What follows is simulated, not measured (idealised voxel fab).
Presented below is a process module, voxel self aligned contacts.
cross-section cut | 220 nm wide | cells 5 nm
Notation: cross-section as square-cell grid; stated in bands, top first, going down; one or more cell rows per band.
Band: top height; bottom height; in nm. Then, left to right: material with width in nm, for each material. "everywhere": a single material spanning edge to edge. "air": empty space.
Zero point of the height axis is 0; under it, received wafer = one material. Lowest band: continues down indefinitely, "0 -> down".
Graded width ("30->40"): value in top row of band = first number; value in bottom row = second number; row-to-row change constant.
Key: "no alterations made" - step with no changed cell in the cross-section.
Entry "Fully closed voids" = empty spaces >= 8 cells with no open way to the top; each as width x height at distance, distance from left edge, all nm.
Heads up: the bit after the settings on a step's line is the simulator's remark on that step.
"overlay nm" answers the question of how far to the right of plan the mask lay on a step that has a mask, and when it is negative the answer is to the left.

# plan
1,RECEIVE | material Si
2,CONFORMAL_DEP | material SiO2 | thk nm 5
3,DIRECTIONAL_DEP | material polySi | thk nm 20
4,DIRECTIONAL_DEP | material SiN | thk nm 15
5,DIRECTIONAL_DEP | material aC | thk nm 15
6,PATTERN | tone cover | mask id GATE | material resist | width nm 30 | pitch nm 65 | thk nm 35 | overlay nm 0
7,DIRECTIONAL_ETCH | etch materials aC | depth nm 15
8,STRIP | etch materials resist
9,DIRECTIONAL_ETCH | etch materials SiN | depth nm 15
10,DIRECTIONAL_ETCH | etch materials polySi | depth nm 20
11,STRIP | etch materials aC
12,CONFORMAL_DEP | material SiN | thk nm 5
13,DIRECTIONAL_ETCH | etch materials SiN | depth nm 5
14,FILL_DEP | material SiO2 | thk nm 15
15,CMP | height nm 45
16,MASKED_ETCH | tone open | mask id CONTACT | width nm 45 | etch materials SiO2 | depth nm 45 | overlay nm -15
17,CONFORMAL_DEP | material TiN | thk nm 5
18,FILL_DEP | material Ru | thk nm 10
19,CMP | height nm 45
20,CONFORMAL_DEP | material SiCN | thk nm 5
Quick note for whoever runs this: the wafers start identical, but the overlay nm at step 16 isn't the same across them. The plan just shows what the first wafer had.

# First of several wafers (as received, post step 1), cross-sectional view
    0 -> down = Si everywhere
    Fully closed voids: none

# Depicted here is the first of several wafers in cross-section, at module completion following the last step, step 20
    50 -> 45 = SiCN everywhere
    45 -> 40 = SiO2: 70; TiN: 30; Ru: 10; TiN: 5; SiO2: 105
    40 -> 25 = SiO2: 55; SiN: 40; TiN: 5; Ru: 10; TiN: 5; SiO2: 5; SiN: 40; SiO2: 60
    25 -> 5 = SiO2: 55; SiN: 5; polySi: 30; SiN: 5; TiN: 5; Ru: 10; TiN: 5; SiO2: 5; SiN: 5; polySi: 30; SiN: 5; SiO2: 60
    5 -> 0 = SiO2: 95; TiN: 20; SiO2: 105
    0 -> down = Si everywhere
    Fully closed voids: none

# Cross-section of the final wafer among several, taken at the end of the module
    50 -> 45 = SiCN everywhere
    45 -> 40 = SiO2: 100; TiN: 5; Ru: 10; TiN: 30; SiO2: 75
    40 -> 25 = SiO2: 55; SiN: 40; SiO2: 5; TiN: 5; Ru: 10; TiN: 5; SiN: 40; SiO2: 60
    25 -> 5 = SiO2: 55; SiN: 5; polySi: 30; SiN: 5; SiO2: 5; TiN: 5; Ru: 10; TiN: 5; SiN: 5; polySi: 30; SiN: 5; SiO2: 60
    5 -> 0 = SiO2: 100; TiN: 20; SiO2: 100
    0 -> down = Si everywhere
    Fully closed voids: none

# Here is how to read the rows: every wafer has a row, and it shows the wafer at the end of the module, giving for each material how many cells were gained (+) or lost (-) since the wafer was received, then listing its closed voids
overlay nm -15; +16 Ru; +44 SiCN; +64 SiN; +243 SiO2; +25 TiN; +48 polySi; Fully closed voids: none
overlay nm -10; +24 Ru; +44 SiCN; +64 SiN; +235 SiO2; +25 TiN; +48 polySi; Fully closed voids: none
overlay nm -5; +24 Ru; +44 SiCN; +64 SiN; +235 SiO2; +25 TiN; +48 polySi; Fully closed voids: none
overlay nm 0; +24 Ru; +44 SiCN; +64 SiN; +235 SiO2; +25 TiN; +48 polySi; Fully closed voids: none
overlay nm 5; +24 Ru; +44 SiCN; +64 SiN; +235 SiO2; +25 TiN; +48 polySi; Fully closed voids: none
overlay nm 10; +24 Ru; +44 SiCN; +64 SiN; +235 SiO2; +25 TiN; +48 polySi; Fully closed voids: none
overlay nm 15; +16 Ru; +44 SiCN; +64 SiN; +243 SiO2; +25 TiN; +48 polySi; Fully closed voids: none
